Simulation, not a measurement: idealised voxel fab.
The following process module bears the name voxel capacitor over wiring.
Section cut is 165 nm wide and gridded with 5 nm square cells.
This document writes a cross-section as a grid whose cells are square, and gives it as bands, listed from the top down; one or more rows of cells form a band.
The band entry comprises the height of the band's top followed by the height of its bottom, expressed in nm, and subsequently the band's materials from left to right, each stated together with its width in nm. Where a single material is marked with the word "full width", that material fills the band from edge to edge. The word "empty" represents empty space.
The level at which height equals 0 is the one under which the wafer, as it arrives, is entirely one material. No lower edge exists for the bottom band, which continues downward and is notated as in "0 -> down".
Graded width ("30 to 40"): value in top row of band = first number; value in bottom row = second number; row-to-row change constant.
For the purposes of this document, the phrase "no alterations made" attached to a step denotes that no cell within the cross-section was modified by that step.
"Sealed internal cavities" enumerates empty spaces isolated from the top, with no open way to it, that contain at least 8 cells, giving each as width x height at distance from the left edge, all three in nm.
Heads up: the bit after the settings on a step's line is the simulator's remark on that step.
Each step line may optionally specify "overlay nm", which for a step with a mask gives the rightward distance between the mask's planned place and where it lay, a negative value indicating the leftward direction.
Pairs, read this way: before one process step on the one hand, after it on the other, the after cross-section ending at the lowest band that changed; the step between, settings included, beneath. Same starting wafer throughout, but possibly different runs of this module, so no pair continues from the pair above unless its entry headed "Cross-section, before" says so.
[Cross-section, before]
	0 -> down: Si full width
	Sealed internal cavities: none
[Resulting Structure]
	10 -> 0: SiO2 full width
	Unchanged below 0.
	Sealed internal cavities: none
Step applied between the pre-step and post-step cross-sections shown above: CONFORMAL_DEP [material SiO2] [thk nm 10]
Cross-section, before: the after view from the pair directly above serves as the before view here.
[Resulting Structure]
	15 -> 10: TiN full width
	Unchanged below 10.
	Sealed internal cavities: none
Step applied between the pre-step and post-step cross-sections shown above: DIRECTIONAL_DEP [material TiN] [thk nm 5]
Cross-section, before: the after view from the pair directly above serves as the before view here.
[Resulting Structure]
	30 -> 15: W full width
	Unchanged below 15.
	Sealed internal cavities: none
Step applied between the pre-step and post-step cross-sections shown above: DIRECTIONAL_DEP [material W] [thk nm 15]
Cross-section, before: the after view from the pair directly above serves as the before view here.
[Resulting Structure]
	45 -> 30: empty=25; resist=30; empty=55; resist=30; empty=25
	Unchanged below 30.
	Sealed internal cavities: none
Step applied between the pre-step and post-step cross-sections shown above: PATTERN [tone cover] [mask id METAL_1] [material resist] [width nm 30] [pitch nm 85] [thk nm 15] [overlay nm 0]
Cross-section, before: the after view from the pair directly above serves as the before view here.
[Resulting Structure]
	45 -> 30: empty=25; resist=30; empty=55; resist=30; empty=25
	30 -> 15: empty=25; W=30; empty=55; W=30; empty=25
	Unchanged below 15.
	Sealed internal cavities: none
Step applied between the pre-step and post-step cross-sections shown above: DIRECTIONAL_ETCH [etch materials W] [depth nm 15]
Cross-section, before: the after view from the pair directly above serves as the before view here.
[Resulting Structure]
	45 -> 30: empty=25; resist=30; empty=55; resist=30; empty=25
	30 -> 15: empty=25; W=30; empty=55; W=30; empty=25
	15 -> 10: empty=25; TiN=30; empty=55; TiN=30; empty=25
	Unchanged below 10.
	Sealed internal cavities: none
Step applied between the pre-step and post-step cross-sections shown above: DIRECTIONAL_ETCH [etch materials TiN] [depth nm 5]
Cross-section, before: the after view from the pair directly above serves as the before view here.
[Resulting Structure]
	30 -> 15: empty=25; W=30; empty=55; W=30; empty=25
	Unchanged below 15.
	Sealed internal cavities: none
Step applied between the pre-step and post-step cross-sections shown above: STRIP [etch materials resist]
Cross-section, before: the after view from the pair directly above serves as the before view here.
[Resulting Structure]
	35 -> 30: SiO2 full width
	30 -> 15: SiO2=25; W=30; SiO2=55; W=30; SiO2=25
	15 -> 10: SiO2=25; TiN=30; SiO2=55; TiN=30; SiO2=25
	Unchanged below 10.
	Sealed internal cavities: none
Step applied between the pre-step and post-step cross-sections shown above: FILL_DEP [material SiO2] [thk nm 5]
Cross-section, before: the after view from the pair directly above serves as the before view here.
[Resulting Structure]
	30 -> 15: SiO2=25; W=30; SiO2=55; W=30; SiO2=25
	Unchanged below 15.
	Sealed internal cavities: none
Step applied between the pre-step and post-step cross-sections shown above: CMP [height nm 30]
Cross-section, before: the after view from the pair directly above serves as the before view here.
[Resulting Structure]
	35 -> 30: SiCN full width
	Unchanged below 30.
	Sealed internal cavities: none
Step applied between the pre-step and post-step cross-sections shown above: CONFORMAL_DEP [material SiCN] [thk nm 5]
Cross-section, before: the after view from the pair directly above serves as the before view here.
[Resulting Structure]
	45 -> 35: SiO2 full width
	Unchanged below 35.
	Sealed internal cavities: none
Step applied between the pre-step and post-step cross-sections shown above: DIRECTIONAL_DEP [material SiO2] [thk nm 10]
Cross-section, before: the after view from the pair directly above serves as the before view here.
[Resulting Structure]
	45 -> 35: SiO2=40; empty=15; SiO2=110
	Unchanged below 35.
	Sealed internal cavities: none
Step applied between the pre-step and post-step cross-sections shown above: MASKED_ETCH [tone open] [mask id PLUG_1] [width nm 15] [etch materials SiO2] [depth nm 10] [overlay nm 0]
Cross-section, before: the after view from the pair directly above serves as the before view here.
[Resulting Structure]
	45 -> 35: SiO2=40; empty=15; SiO2=110
	35 -> 30: SiCN=40; empty=15; SiCN=110
	Unchanged below 30.
	Sealed internal cavities: none
Step applied between the pre-step and post-step cross-sections shown above: MASKED_ETCH [tone open] [mask id PLUG_1] [width nm 15] [etch materials SiCN] [depth nm 5] [overlay nm 0]
Cross-section, before: the after view from the pair directly above serves as the before view here.
[Resulting Structure]
	45 -> 40: SiO2=40; empty=15; SiO2=110
	40 -> 35: SiO2=40; Ru=15; SiO2=110
	35 -> 30: SiCN=40; Ru=15; SiCN=110
	Unchanged below 30.
	Sealed internal cavities: none
Step applied between the pre-step and post-step cross-sections shown above: EPI [material Ru] [thk nm 10]
Cross-section, before: the after view from the pair directly above serves as the before view here.
[Resulting Structure]
	45 -> 35: SiO2=40; Ru=15; SiO2=110
	Unchanged below 35.
	Sealed internal cavities: none
Step applied between the pre-step and post-step cross-sections shown above: EPI [material Ru] [thk nm 5]
Cross-section, before: the after view from the pair directly above serves as the before view here.
[Resulting Structure]
	50 -> 45: TiN full width
	Unchanged below 45.
	Sealed internal cavities: none
Step applied between the pre-step and post-step cross-sections shown above: DIRECTIONAL_DEP [material TiN] [thk nm 5]
Cross-section, before: the after view from the pair directly above serves as the before view here.
[Resulting Structure]
	55 -> 50: SiN full width
	Unchanged below 50.
	Sealed internal cavities: none
Step applied between the pre-step and post-step cross-sections shown above: DIRECTIONAL_DEP [material SiN] [thk nm 5]
Cross-section, before: the after view from the pair directly above serves as the before view here.
[Resulting Structure]
	60 -> 55: TiN full width
	Unchanged below 55.
	Sealed internal cavities: none
Step applied between the pre-step and post-step cross-sections shown above: DIRECTIONAL_DEP [material TiN] [thk nm 5]
Cross-section, before: the after view from the pair directly above serves as the before view here.
[Resulting Structure]
	60 -> 55: empty=40; TiN=60; empty=65
	Unchanged below 55.
	Sealed internal cavities: none
Step applied between the pre-step and post-step cross-sections shown above: MASKED_ETCH [tone cover] [mask id UPPER_PLATE] [width nm 60] [etch materials TiN] [depth nm 5] [overlay nm 0]
Cross-section, before: the after view from the pair directly above serves as the before view here.
[Resulting Structure]
	60 -> 55: empty=40; TiN=60; empty=65
	55 -> 50: empty=40; SiN=60; empty=65
	Unchanged below 50.
	Sealed internal cavities: none
Step applied between the pre-step and post-step cross-sections shown above: MASKED_ETCH [tone cover] [mask id UPPER_PLATE] [width nm 60] [etch materials SiN] [depth nm 5] [overlay nm 0]
Cross-section, before: the after view from the pair directly above serves as the before view here.
[Resulting Structure]
	60 -> 55: empty=40; TiN=60; empty=65
	55 -> 50: empty=40; SiN=60; empty=65
	50 -> 45: empty=35; TiN=70; empty=60
	Unchanged below 45.
	Sealed internal cavities: none
Step applied between the pre-step and post-step cross-sections shown above: MASKED_ETCH [tone cover] [mask id LOWER_PLATE] [width nm 70] [etch materials TiN] [depth nm 5] [overlay nm 0]
Cross-section, before: the after view from the pair directly above serves as the before view here.
[Resulting Structure]
	80 -> 60: SiO2 full width
	60 -> 55: SiO2=40; TiN=60; SiO2=65
	55 -> 50: SiO2=40; SiN=60; SiO2=65
	50 -> 45: SiO2=35; TiN=70; SiO2=60
	Unchanged below 45.
	Sealed internal cavities: none
Step applied between the pre-step and post-step cross-sections shown above: FILL_DEP [material SiO2] [thk nm 20]
Cross-section, before: the after view from the pair directly above serves as the before view here.
[Resulting Structure]
	75 -> 60: SiO2 full width
	Unchanged below 60.
	Sealed internal cavities: none
Step applied between the pre-step and post-step cross-sections shown above: CMP [height nm 75]
Cross-section, before: the after view from the pair directly above serves as the before view here.
[Resulting Structure]
	95 -> 75: resist=50; empty=15; resist=100
	Unchanged below 75.
	Sealed internal cavities: none
Step applied between the pre-step and post-step cross-sections shown above: PATTERN [tone open] [mask id PLUG_2] [material resist] [width nm 15] [thk nm 20] [overlay nm 0]
Cross-section, before: the after view from the pair directly above serves as the before view here.
[Resulting Structure]
	95 -> 75: resist=50; empty=15; resist=100
	75 -> 60: SiO2=50; empty=15; SiO2=100
	Unchanged below 60.
	Sealed internal cavities: none
Step applied between the pre-step and post-step cross-sections shown above: DIRECTIONAL_ETCH [etch materials SiO2] [depth nm 15]
Cross-section, before: the after view from the pair directly above serves as the before view here.
[Resulting Structure]
	75 -> 60: SiO2=50; empty=15; SiO2=100
	Unchanged below 60.
	Sealed internal cavities: none
Step applied between the pre-step and post-step cross-sections shown above: STRIP [etch materials resist]
Cross-section, before: the after view from the pair directly above serves as the before view here.
[Resulting Structure]
	80 -> 75: TiN=55; empty=5; TiN=105
	75 -> 65: SiO2=50; TiN=5; empty=5; TiN=5; SiO2=100
	65 -> 55: SiO2=50 to 40; TiN=15 to 60; SiO2=100 to 65
	Unchanged below 55.
	Sealed internal cavities: none
Step applied between the pre-step and post-step cross-sections shown above: CONFORMAL_DEP [material TiN] [thk nm 5]
Cross-section, before: the after view from the pair directly above serves as the before view here.
[Resulting Structure]
	85 -> 80: W full width
	80 -> 75: TiN=55; W=5; TiN=105
	75 -> 65: SiO2=50; TiN=5; W=5; TiN=5; SiO2=100
	Unchanged below 65.
	Sealed internal cavities: none
Step applied between the pre-step and post-step cross-sections shown above: FILL_DEP [material W] [thk nm 5]
Cross-section, before: the after view from the pair directly above serves as the before view here.
[Resulting Structure]
	75 -> 65: SiO2=50; TiN=5; W=5; TiN=5; SiO2=100
	Unchanged below 65.
	Sealed internal cavities: none
Step applied between the pre-step and post-step cross-sections shown above: CMP [height nm 75]
Cross-section, before: the after view from the pair directly above serves as the before view here.
[Resulting Structure]
	80 -> 75: SiN full width
	Unchanged below 75.
	Sealed internal cavities: none
Step applied between the pre-step and post-step cross-sections shown above: CONFORMAL_DEP [material SiN] [thk nm 5]
[Cross-section, before]
	10 -> 0: SiO2 full width
	0 -> down: Si full width
	Sealed internal cavities: none
[Resulting Structure]
	25 -> 10: W full width
	Unchanged below 10.
	Sealed internal cavities: none
Step applied between the pre-step and post-step cross-sections shown above: DIRECTIONAL_DEP [material W] [thk nm 15]
Cross-section, before: the after view from the pair directly above serves as the before view here.
[Resulting Structure]
	40 -> 25: empty=25; resist=30; empty=55; resist=30; empty=25
	Unchanged below 25.
	Sealed internal cavities: none
Step applied between the pre-step and post-step cross-sections shown above: PATTERN [tone cover] [mask id METAL_1] [material resist] [width nm 30] [pitch nm 85] [thk nm 15] [overlay nm 0]
Cross-section, before: the after view from the pair directly above serves as the before view here.
[Resulting Structure]
	40 -> 25: empty=25; resist=30; empty=55; resist=30; empty=25
	25 -> 10: empty=25; W=30; empty=55; W=30; empty=25
	Unchanged below 10.
	Sealed internal cavities: none
Step applied between the pre-step and post-step cross-sections shown above: DIRECTIONAL_ETCH [etch materials W] [depth nm 15]
Cross-section, before: the after view from the pair directly above serves as the before view here.
[Resulting Structure]
	25 -> 10: empty=25; W=30; empty=55; W=30; empty=25
	Unchanged below 10.
	Sealed internal cavities: none
Step applied between the pre-step and post-step cross-sections shown above: STRIP [etch materials resist]
Cross-section, before: the after view from the pair directly above serves as the before view here.
[Resulting Structure]
	30 -> 25: SiO2 full width
	25 -> 10: SiO2=25; W=30; SiO2=55; W=30; SiO2=25
	Unchanged below 10.
	Sealed internal cavities: none
Step applied between the pre-step and post-step cross-sections shown above: FILL_DEP [material SiO2] [thk nm 5]
Cross-section, before: the after view from the pair directly above serves as the before view here.
[Resulting Structure]
	35 -> 30: SiCN full width
	Unchanged below 30.
	Sealed internal cavities: none
Step applied between the pre-step and post-step cross-sections shown above: CONFORMAL_DEP [material SiCN] [thk nm 5]
Cross-section, before: the after view from the pair directly above serves as the before view here.
[Resulting Structure]
	45 -> 35: SiO2 full width
	Unchanged below 35.
	Sealed internal cavities: none
Step applied between the pre-step and post-step cross-sections shown above: DIRECTIONAL_DEP [material SiO2] [thk nm 10]
Cross-section, before: the after view from the pair directly above serves as the before view here.
[Resulting Structure]
	45 -> 35: SiO2=40; empty=15; SiO2=110
	Unchanged below 35.
	Sealed internal cavities: none
Step applied between the pre-step and post-step cross-sections shown above: MASKED_ETCH [tone open] [mask id PLUG_1] [width nm 15] [etch materials SiO2] [depth nm 10] [overlay nm 0]
Cross-section, before: the after view from the pair directly above serves as the before view here.
[Resulting Structure]
	45 -> 35: SiO2=40; empty=15; SiO2=110
	35 -> 30: SiCN=40; empty=15; SiCN=110
	Unchanged below 30.
	Sealed internal cavities: none
Step applied between the pre-step and post-step cross-sections shown above: MASKED_ETCH [tone open] [mask id PLUG_1] [width nm 15] [etch materials SiCN] [depth nm 5] [overlay nm 0]
Cross-section, before: the after view from the pair directly above serves as the before view here.
[Resulting Structure]
	50 -> 45: TiN=40; empty=15; TiN=110
	45 -> 35: SiO2=40; empty=15; SiO2=110
	35 -> 30: SiCN=40; TiN=15; SiCN=110
	Unchanged below 30.
	Sealed internal cavities: none
Step applied between the pre-step and post-step cross-sections shown above: DIRECTIONAL_DEP [material TiN] [thk nm 5]
Cross-section, before: the after view from the pair directly above serves as the before view here.
[Resulting Structure]
	55 -> 50: SiN=40; empty=15; SiN=110
	50 -> 45: TiN=40; empty=15; TiN=110
	45 -> 40: SiO2=40; empty=15; SiO2=110
	40 -> 35: SiO2=40; SiN=15; SiO2=110
	Unchanged below 35.
	Sealed internal cavities: none
Step applied between the pre-step and post-step cross-sections shown above: DIRECTIONAL_DEP [material SiN] [thk nm 5]
Cross-section, before: the after view from the pair directly above serves as the before view here.
[Resulting Structure]
	60 -> 55: TiN=40; empty=15; TiN=110
	55 -> 50: SiN=40; empty=15; SiN=110
	50 -> 45: TiN=40; empty=15; TiN=110
	45 -> 40: SiO2=40; TiN=15; SiO2=110
	Unchanged below 40.
	Sealed internal cavities: none
Step applied between the pre-step and post-step cross-sections shown above: DIRECTIONAL_DEP [material TiN] [thk nm 5]
Cross-section, before: the after view from the pair directly above serves as the before view here.
[Resulting Structure]
	60 -> 55: empty=55; TiN=45; empty=65
	Unchanged below 55.
	Sealed internal cavities: none
Step applied between the pre-step and post-step cross-sections shown above: MASKED_ETCH [tone cover] [mask id UPPER_PLATE] [width nm 60] [etch materials TiN] [depth nm 5] [overlay nm 0]
Cross-section, before: the after view from the pair directly above serves as the before view here.
[Resulting Structure]
	60 -> 55: empty=55; TiN=45; empty=65
	55 -> 50: empty=55; SiN=45; empty=65
	Unchanged below 50.
	Sealed internal cavities: none
Step applied between the pre-step and post-step cross-sections shown above: MASKED_ETCH [tone cover] [mask id UPPER_PLATE] [width nm 60] [etch materials SiN] [depth nm 5] [overlay nm 0]
Cross-section, before: the after view from the pair directly above serves as the before view here.
[Resulting Structure]
	60 -> 55: empty=55; TiN=45; empty=65
	55 -> 50: empty=55; SiN=45; empty=65
	50 -> 45: empty=35; TiN=5; empty=15; TiN=50; empty=60
	Unchanged below 45.
	Sealed internal cavities: none
Step applied between the pre-step and post-step cross-sections shown above: MASKED_ETCH [tone cover] [mask id LOWER_PLATE] [width nm 70] [etch materials TiN] [depth nm 5] [overlay nm 0]
Cross-section, before: the after view from the pair directly above serves as the before view here.
[Resulting Structure]
	80 -> 60: SiO2 full width
	60 -> 55: SiO2=55; TiN=45; SiO2=65
	55 -> 50: SiO2=55; SiN=45; SiO2=65
	50 -> 45: SiO2=35; TiN=5; SiO2=15; TiN=50; SiO2=60
	Unchanged below 45.
	Sealed internal cavities: none
Step applied between the pre-step and post-step cross-sections shown above: FILL_DEP [material SiO2] [thk nm 20]
Cross-section, before: the after view from the pair directly above serves as the before view here.
[Resulting Structure]
	75 -> 60: SiO2 full width
	Unchanged below 60.
	Sealed internal cavities: none
Step applied between the pre-step and post-step cross-sections shown above: CMP [height nm 75]
Cross-section, before: the after view from the pair directly above serves as the before view here.
[Resulting Structure]
	95 -> 75: resist=50; empty=15; resist=100
	Unchanged below 75.
	Sealed internal cavities: none
Step applied between the pre-step and post-step cross-sections shown above: PATTERN [tone open] [mask id PLUG_2] [material resist] [width nm 15] [thk nm 20] [overlay nm 0]
Cross-section, before: the after view from the pair directly above serves as the before view here.
[Resulting Structure]
	95 -> 75: resist=50; empty=15; resist=100
	75 -> 60: SiO2=50; empty=15; SiO2=100
	Unchanged below 60.
	Sealed internal cavities: none
Step applied between the pre-step and post-step cross-sections shown above: DIRECTIONAL_ETCH [etch materials SiO2] [depth nm 15]
Cross-section, before: the after view from the pair directly above serves as the before view here.
[Resulting Structure]
	75 -> 60: SiO2=50; empty=15; SiO2=100
	Unchanged below 60.
	Sealed internal cavities: none
Step applied between the pre-step and post-step cross-sections shown above: STRIP [etch materials resist]
Cross-section, before: the after view from the pair directly above serves as the before view here.
[Resulting Structure]
	80 -> 75: TiN=55; empty=5; TiN=105
	75 -> 65: SiO2=50; TiN=5; empty=5; TiN=5; SiO2=100
	65 -> 55: SiO2=50 to 55; TiN=15 to 45; SiO2=100 to 65
	Unchanged below 55.
	Sealed internal cavities: none
Step applied between the pre-step and post-step cross-sections shown above: CONFORMAL_DEP [material TiN] [thk nm 5]
Cross-section, before: the after view from the pair directly above serves as the before view here.
[Resulting Structure]
	85 -> 80: W full width
	80 -> 75: TiN=55; W=5; TiN=105
	75 -> 65: SiO2=50; TiN=5; W=5; TiN=5; SiO2=100
	Unchanged below 65.
	Sealed internal cavities: none
Step applied between the pre-step and post-step cross-sections shown above: FILL_DEP [material W] [thk nm 5]
Cross-section, before: the after view from the pair directly above serves as the before view here.
[Resulting Structure]
	75 -> 65: SiO2=50; TiN=5; W=5; TiN=5; SiO2=100
	Unchanged below 65.
	Sealed internal cavities: none
Step applied between the pre-step and post-step cross-sections shown above: CMP [height nm 75]
Cross-section, before: the after view from the pair directly above serves as the before view here.
[Resulting Structure]
	80 -> 75: SiN full width
	Unchanged below 75.
	Sealed internal cavities: none
Step applied between the pre-step and post-step cross-sections shown above: CONFORMAL_DEP [material SiN] [thk nm 5]
[Cross-section, before]
	45 -> 40: SiO2=40; empty=15; SiO2=110
	40 -> 35: SiO2=40; Ru=15; SiO2=110
	35 -> 30: SiCN=40; Ru=15; SiCN=110
	30 -> 15: SiO2=25; W=30; SiO2=55; W=30; SiO2=25
	15 -> 10: SiO2=25; TiN=30; SiO2=55; TiN=30; SiO2=25
	10 -> 0: SiO2 full width
	0 -> down: Si full width
	Sealed internal cavities: none
[Resulting Structure]
	50 -> 45: empty=35; Ru=25; empty=105
	45 -> 35: SiO2=40; Ru=15; SiO2=110
	Unchanged below 35.
	Sealed internal cavities: none
Step applied between the pre-step and post-step cross-sections shown above: EPI [material Ru] [thk nm 10]
Cross-section, before: the after view from the pair directly above serves as the before view here.
[Resulting Structure]
	55 -> 45: empty=30; Ru=35; empty=100
	Unchanged below 45.
	Sealed internal cavities: none
Step applied between the pre-step and post-step cross-sections shown above: EPI [material Ru] [thk nm 5]
Cross-section, before: the after view from the pair directly above serves as the before view here.
[Resulting Structure]
	60 -> 55: empty=30; TiN=35; empty=100
	55 -> 50: empty=30; Ru=35; empty=100
	50 -> 45: TiN=30; Ru=35; TiN=100
	Unchanged below 45.
	Sealed internal cavities: none
Step applied between the pre-step and post-step cross-sections shown above: DIRECTIONAL_DEP [material TiN] [thk nm 5]
Cross-section, before: the after view from the pair directly above serves as the before view here.
[Resulting Structure]
	65 -> 60: empty=30; SiN=35; empty=100
	60 -> 55: empty=30; TiN=35; empty=100
	55 -> 50: SiN=30; Ru=35; SiN=100
	Unchanged below 50.
	Sealed internal cavities: none
Step applied between the pre-step and post-step cross-sections shown above: DIRECTIONAL_DEP [material SiN] [thk nm 5]
Cross-section, before: the after view from the pair directly above serves as the before view here.
[Resulting Structure]
	70 -> 65: empty=30; TiN=35; empty=100
	65 -> 60: empty=30; SiN=35; empty=100
	60 -> 55: TiN full width
	Unchanged below 55.
	Sealed internal cavities: none
Step applied between the pre-step and post-step cross-sections shown above: DIRECTIONAL_DEP [material TiN] [thk nm 5]
Cross-section, before: the after view from the pair directly above serves as the before view here.
[Resulting Structure]
	70 -> 65: empty=40; TiN=25; empty=100
	65 -> 60: empty=30; SiN=35; empty=100
	60 -> 55: empty=30; TiN=70; empty=65
	Unchanged below 55.
	Sealed internal cavities: none
Step applied between the pre-step and post-step cross-sections shown above: MASKED_ETCH [tone cover] [mask id UPPER_PLATE] [width nm 60] [etch materials TiN] [depth nm 5] [overlay nm 0]
Cross-section, before: the after view from the pair directly above serves as the before view here.
[Resulting Structure]
	70 -> 65: empty=40; TiN=25; empty=100
	65 -> 60: empty=40; SiN=25; empty=100
	60 -> 55: empty=30; TiN=70; empty=65
	55 -> 50: empty=30; Ru=35; SiN=35; empty=65
	Unchanged below 50.
	Sealed internal cavities: none
Step applied between the pre-step and post-step cross-sections shown above: MASKED_ETCH [tone cover] [mask id UPPER_PLATE] [width nm 60] [etch materials SiN] [depth nm 5] [overlay nm 0]
Cross-section, before: the after view from the pair directly above serves as the before view here.
[Resulting Structure]
	70 -> 65: empty=40; TiN=25; empty=100
	65 -> 60: empty=40; SiN=25; empty=100
	60 -> 55: empty=35; TiN=65; empty=65
	55 -> 50: empty=30; Ru=35; SiN=35; empty=65
	50 -> 45: empty=30; Ru=35; TiN=40; empty=60
	Unchanged below 45.
	Sealed internal cavities: none
Step applied between the pre-step and post-step cross-sections shown above: MASKED_ETCH [tone cover] [mask id LOWER_PLATE] [width nm 70] [etch materials TiN] [depth nm 5] [overlay nm 0]
Cross-section, before: the after view from the pair directly above serves as the before view here.
[Resulting Structure]
	90 -> 70: SiO2 full width
	70 -> 65: SiO2=40; TiN=25; SiO2=100
	65 -> 60: SiO2=40; SiN=25; SiO2=100
	60 -> 55: SiO2=35; TiN=65; SiO2=65
	55 -> 50: SiO2=30; Ru=35; SiN=35; SiO2=65
	50 -> 45: SiO2=30; Ru=35; TiN=40; SiO2=60
	Unchanged below 45.
	Sealed internal cavities: none
Step applied between the pre-step and post-step cross-sections shown above: FILL_DEP [material SiO2] [thk nm 20]
Cross-section, before: the after view from the pair directly above serves as the before view here.
[Resulting Structure]
	75 -> 70: SiO2 full width
	Unchanged below 70.
	Sealed internal cavities: none
Step applied between the pre-step and post-step cross-sections shown above: CMP [height nm 75]
Cross-section, before: the after view from the pair directly above serves as the before view here.
[Resulting Structure]
	95 -> 75: resist=50; empty=15; resist=100
	Unchanged below 75.
	Sealed internal cavities: none
Step applied between the pre-step and post-step cross-sections shown above: PATTERN [tone open] [mask id PLUG_2] [material resist] [width nm 15] [thk nm 20] [overlay nm 0]
Cross-section, before: the after view from the pair directly above serves as the before view here.
[Resulting Structure]
	95 -> 75: resist=50; empty=15; resist=100
	75 -> 70: SiO2=50; empty=15; SiO2=100
	Unchanged below 70.
	Sealed internal cavities: none
Step applied between the pre-step and post-step cross-sections shown above: DIRECTIONAL_ETCH [etch materials SiO2] [depth nm 15]
Cross-section, before: the after view from the pair directly above serves as the before view here.
[Resulting Structure]
	75 -> 70: SiO2=50; empty=15; SiO2=100
	Unchanged below 70.
	Sealed internal cavities: none
Step applied between the pre-step and post-step cross-sections shown above: STRIP [etch materials resist]
Cross-section, before: the after view from the pair directly above serves as the before view here.
[Resulting Structure]
	80 -> 75: TiN=55; empty=5; TiN=105
	75 -> 65: SiO2=50 to 40; TiN=15 to 25; SiO2=100
	Unchanged below 65.
	Sealed internal cavities: none
Step applied between the pre-step and post-step cross-sections shown above: CONFORMAL_DEP [material TiN] [thk nm 5]
Cross-section, before: the after view from the pair directly above serves as the before view here.
[Resulting Structure]
	85 -> 80: W full width
	80 -> 75: TiN=55; W=5; TiN=105
	Unchanged below 75.
	Sealed internal cavities: none
Step applied between the pre-step and post-step cross-sections shown above: FILL_DEP [material W] [thk nm 5]
Cross-section, before: the after view from the pair directly above serves as the before view here.
[Resulting Structure]
	75 -> 65: SiO2=50 to 40; TiN=15 to 25; SiO2=100
	Unchanged below 65.
	Sealed internal cavities: none
Step applied between the pre-step and post-step cross-sections shown above: CMP [height nm 75]
Cross-section, before: the after view from the pair directly above serves as the before view here.
[Resulting Structure]
	80 -> 75: SiN full width
	Unchanged below 75.
	Sealed internal cavities: none
Step applied between the pre-step and post-step cross-sections shown above: CONFORMAL_DEP [material SiN] [thk nm 5]
[Cross-section, before]
	30 -> 15: SiO2=25; W=30; SiO2=55; W=30; SiO2=25
	15 -> 10: SiO2=25; TiN=30; SiO2=55; TiN=30; SiO2=25
	10 -> 0: SiO2 full width
	0 -> down: Si full width
	Sealed internal cavities: none
[Resulting Structure]
	40 -> 30: SiO2 full width
	Unchanged below 30.
	Sealed internal cavities: none
Step applied between the pre-step and post-step cross-sections shown above: DIRECTIONAL_DEP [material SiO2] [thk nm 10]
Cross-section, before: the after view from the pair directly above serves as the before view here.
[Resulting Structure]
	45 -> 40: SiCN full width
	Unchanged below 40.
	Sealed internal cavities: none
Step applied between the pre-step and post-step cross-sections shown above: CONFORMAL_DEP [material SiCN] [thk nm 5]
Cross-section, before: the after view from the pair directly above serves as the before view here.
[Resulting Structure]
	45 -> 40: SiCN=40; empty=15; SiCN=110
	Unchanged below 40.
	Sealed internal cavities: none
Step applied between the pre-step and post-step cross-sections shown above: MASKED_ETCH [tone open] [mask id PLUG_1] [width nm 15] [etch materials SiCN] [depth nm 5] [overlay nm 0]
Cross-section, before: the after view from the pair directly above serves as the before view here.
[Resulting Structure]
	50 -> 45: TiN=40; empty=15; TiN=110
	45 -> 40: SiCN=40; TiN=15; SiCN=110
	Unchanged below 40.
	Sealed internal cavities: none
Step applied between the pre-step and post-step cross-sections shown above: DIRECTIONAL_DEP [material TiN] [thk nm 5]
Cross-section, before: the after view from the pair directly above serves as the before view here.
[Resulting Structure]
	55 -> 50: SiN=40; empty=15; SiN=110
	50 -> 45: TiN=40; SiN=15; TiN=110
	Unchanged below 45.
	Sealed internal cavities: none
Step applied between the pre-step and post-step cross-sections shown above: DIRECTIONAL_DEP [material SiN] [thk nm 5]
Cross-section, before: the after view from the pair directly above serves as the before view here.
[Resulting Structure]
	60 -> 55: TiN=40; empty=15; TiN=110
	55 -> 50: SiN=40; TiN=15; SiN=110
	Unchanged below 50.
	Sealed internal cavities: none
Step applied between the pre-step and post-step cross-sections shown above: DIRECTIONAL_DEP [material TiN] [thk nm 5]
Cross-section, before: the after view from the pair directly above serves as the before view here.
[Resulting Structure]
	60 -> 55: empty=55; TiN=45; empty=65
	Unchanged below 55.
	Sealed internal cavities: none
Step applied between the pre-step and post-step cross-sections shown above: MASKED_ETCH [tone cover] [mask id UPPER_PLATE] [width nm 60] [etch materials TiN] [depth nm 5] [overlay nm 0]
Cross-section, before: the after view from the pair directly above serves as the before view here.
[Resulting Structure]
	60 -> 55: empty=55; TiN=45; empty=65
	55 -> 50: empty=40; TiN=15; SiN=45; empty=65
	Unchanged below 50.
	Sealed internal cavities: none
Step applied between the pre-step and post-step cross-sections shown above: MASKED_ETCH [tone cover] [mask id UPPER_PLATE] [width nm 60] [etch materials SiN] [depth nm 5] [overlay nm 0]
Cross-section, before: the after view from the pair directly above serves as the before view here.
[Resulting Structure]
	60 -> 55: empty=55; TiN=45; empty=65
	55 -> 50: empty=40; TiN=15; SiN=45; empty=65
	50 -> 45: empty=35; TiN=5; SiN=15; TiN=50; empty=60
	Unchanged below 45.
	Sealed internal cavities: none
Step applied between the pre-step and post-step cross-sections shown above: MASKED_ETCH [tone cover] [mask id LOWER_PLATE] [width nm 70] [etch materials TiN] [depth nm 5] [overlay nm 0]
Cross-section, before: the after view from the pair directly above serves as the before view here.
[Resulting Structure]
	80 -> 60: SiO2 full width
	60 -> 55: SiO2=55; TiN=45; SiO2=65
	55 -> 50: SiO2=40; TiN=15; SiN=45; SiO2=65
	50 -> 45: SiO2=35; TiN=5; SiN=15; TiN=50; SiO2=60
	Unchanged below 45.
	Sealed internal cavities: none
Step applied between the pre-step and post-step cross-sections shown above: FILL_DEP [material SiO2] [thk nm 20]
Cross-section, before: the after view from the pair directly above serves as the before view here.
[Resulting Structure]
	75 -> 60: SiO2 full width
	Unchanged below 60.
	Sealed internal cavities: none
Step applied between the pre-step and post-step cross-sections shown above: CMP [height nm 75]
Cross-section, before: the after view from the pair directly above serves as the before view here.
[Resulting Structure]
	95 -> 75: resist=50; empty=15; resist=100
	Unchanged below 75.
	Sealed internal cavities: none
Step applied between the pre-step and post-step cross-sections shown above: PATTERN [tone open] [mask id PLUG_2] [material resist] [width nm 15] [thk nm 20] [overlay nm 0]
Cross-section, before: the after view from the pair directly above serves as the before view here.
[Resulting Structure]
	95 -> 75: resist=50; empty=15; resist=100
	75 -> 60: SiO2=50; empty=15; SiO2=100
	Unchanged below 60.
	Sealed internal cavities: none
Step applied between the pre-step and post-step cross-sections shown above: DIRECTIONAL_ETCH [etch materials SiO2] [depth nm 15]
Cross-section, before: the after view from the pair directly above serves as the before view here.
[Resulting Structure]
	75 -> 60: SiO2=50; empty=15; SiO2=100
	Unchanged below 60.
	Sealed internal cavities: none
Step applied between the pre-step and post-step cross-sections shown above: STRIP [etch materials resist]
Cross-section, before: the after view from the pair directly above serves as the before view here.
[Resulting Structure]
	80 -> 75: TiN=55; empty=5; TiN=105
	75 -> 65: SiO2=50; TiN=5; empty=5; TiN=5; SiO2=100
	65 -> 55: SiO2=50 to 55; TiN=15 to 45; SiO2=100 to 65
	Unchanged below 55.
	Sealed internal cavities: none
Step applied between the pre-step and post-step cross-sections shown above: CONFORMAL_DEP [material TiN] [thk nm 5]
